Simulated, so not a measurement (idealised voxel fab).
This is a process module. Its name is voxel capacitor over wiring.
Shown is cross-section cut, with a width of 185 nm and square cells of size 5 nm.
Format of a cross-section: grid, square cells. Given as bands. Order: top down. Band: one or more rows of cells. Top height, bottom height, nm. Materials left to right, width each, nm. Single material + "all across" = fills band edge to edge. "air" = empty. Counting heights begins at 0, where everything beneath is, in the wafer as received, one material. The lowest band has no bottom; it goes on downwards, as "from 0 down" shows. Note: "30->40" means the width goes from the first number (top row of the band) to the second number (bottom row) in equal steps per row of cells. "remains unaltered", as given for a step, is the statement that not any cell of the cross-section underwent a change during that step. Enclosed voids (no open way to top), threshold 8 cells or more, entry "Enclosed internal cavities", notation width x height at distance, distance from left edge, nm. On each step's line, the part that comes after the settings is the simulator's own comment on the step. Each step line may optionally specify "overlay nm", which for a step with a mask gives the rightward distance between the mask's planned place and where it lay, a negative value indicating the leftward direction.
[The steps planned for the process are as follows]
1,RECEIVE (material Si)
2,CONFORMAL_DEP (material SiO2; thk nm 10)
3,DIRECTIONAL_DEP (material TiN; thk nm 5)
4,DIRECTIONAL_DEP (material Ru; thk nm 15)
5,PATTERN (tone cover; mask id METAL_1; material resist; width nm 20; pitch nm 80; thk nm 15; overlay nm 0)
6,DIRECTIONAL_ETCH (etch materials Ru; depth nm 15)
7,DIRECTIONAL_ETCH (etch materials TiN; depth nm 5)
8,STRIP (etch materials resist)
9,FILL_DEP (material lowk; thk nm 10)
10,CMP (height nm 30)
11,CONFORMAL_DEP (material SiCN; thk nm 5)
12,DIRECTIONAL_DEP (material SiO2; thk nm 10)
13,DIRECTIONAL_DEP (material aC; thk nm 10)
14,PATTERN (tone open; mask id PLUG_1; material resist; width nm 15; thk nm 30; overlay nm 0)
15,DIRECTIONAL_ETCH (etch materials aC; depth nm 10)
16,STRIP (etch materials resist)
17,DIRECTIONAL_ETCH (etch materials SiO2; depth nm 10)
18,DIRECTIONAL_ETCH (etch materials SiCN; depth nm 5)
19,STRIP (etch materials aC)
20,EPI (material Ru; thk nm 10)
21,EPI (material Ru; thk nm 5)
22,DIRECTIONAL_DEP (material TiN; thk nm 5)
23,DIRECTIONAL_DEP (material SiN; thk nm 5)
24,DIRECTIONAL_DEP (material TiN; thk nm 10)
25,DIRECTIONAL_DEP (material aC; thk nm 15)
26,PATTERN (tone cover; mask id UPPER_PLATE; material resist; width nm 65; thk nm 30; overlay nm 0)
27,DIRECTIONAL_ETCH (etch materials aC; depth nm 15)
28,STRIP (etch materials resist)
29,DIRECTIONAL_ETCH (etch materials TiN; depth nm 10)
30,DIRECTIONAL_ETCH (etch materials SiN; depth nm 5)
31,STRIP (etch materials aC)
32,PATTERN (tone cover; mask id LOWER_PLATE; material resist; width nm 75; thk nm 15; overlay nm 0)
33,DIRECTIONAL_ETCH (etch materials TiN; depth nm 5)
34,STRIP (etch materials resist)
35,FILL_DEP (material SiO2; thk nm 20)
36,CMP (height nm 80)
37,PATTERN (tone open; mask id PLUG_2; material resist; width nm 15; thk nm 15; overlay nm 0)
38,DIRECTIONAL_ETCH (etch materials SiO2; depth nm 15)
39,STRIP (etch materials resist)
40,CONFORMAL_DEP (material TiN; thk nm 5)
41,FILL_DEP (material W; thk nm 5)
42,CMP (height nm 80)
43,CONFORMAL_DEP (material SiN; thk nm 5)
[Received-state cross-section, reflecting completion of step 1]
	from 0 down: Si all across
	Enclosed internal cavities: none
[Wafer cross-section at end of module: start and plan as shown above, one execution error]
	from 85 to 80: SiN all across
	from 80 to 75: SiO2 55 nm | TiN 5 nm | W 5 nm | TiN 5 nm | SiO2 115 nm
	from 75 to 70: SiO2 55 nm | TiN 15 nm | SiO2 115 nm
	from 70 to 60: SiO2 45 nm | TiN 65 nm | SiO2 75 nm
	from 60 to 55: SiO2 40 nm | TiN 75 nm | SiO2 70 nm
	from 55 to 50: SiN all across
	from 50 to 45: TiN all across
	from 45 to 35: SiO2 45 nm | Ru 15 nm | SiO2 125 nm
	from 35 to 30: SiCN 45 nm | Ru 15 nm | SiCN 125 nm
	from 30 to 15: lowk 40 nm | Ru 20 nm | lowk 60 nm | Ru 20 nm | lowk 45 nm
	from 15 to 10: lowk 40 nm | TiN 20 nm | lowk 60 nm | TiN 20 nm | lowk 45 nm
	from 10 to 0: SiO2 all across
	from 0 down: Si all across
	Enclosed internal cavities: none
Which mistake was made when the wafer was run? step 24 was processed under conditions differing from the plan, specifically as DIRECTIONAL_DEP (material TiN; thk nm 15)
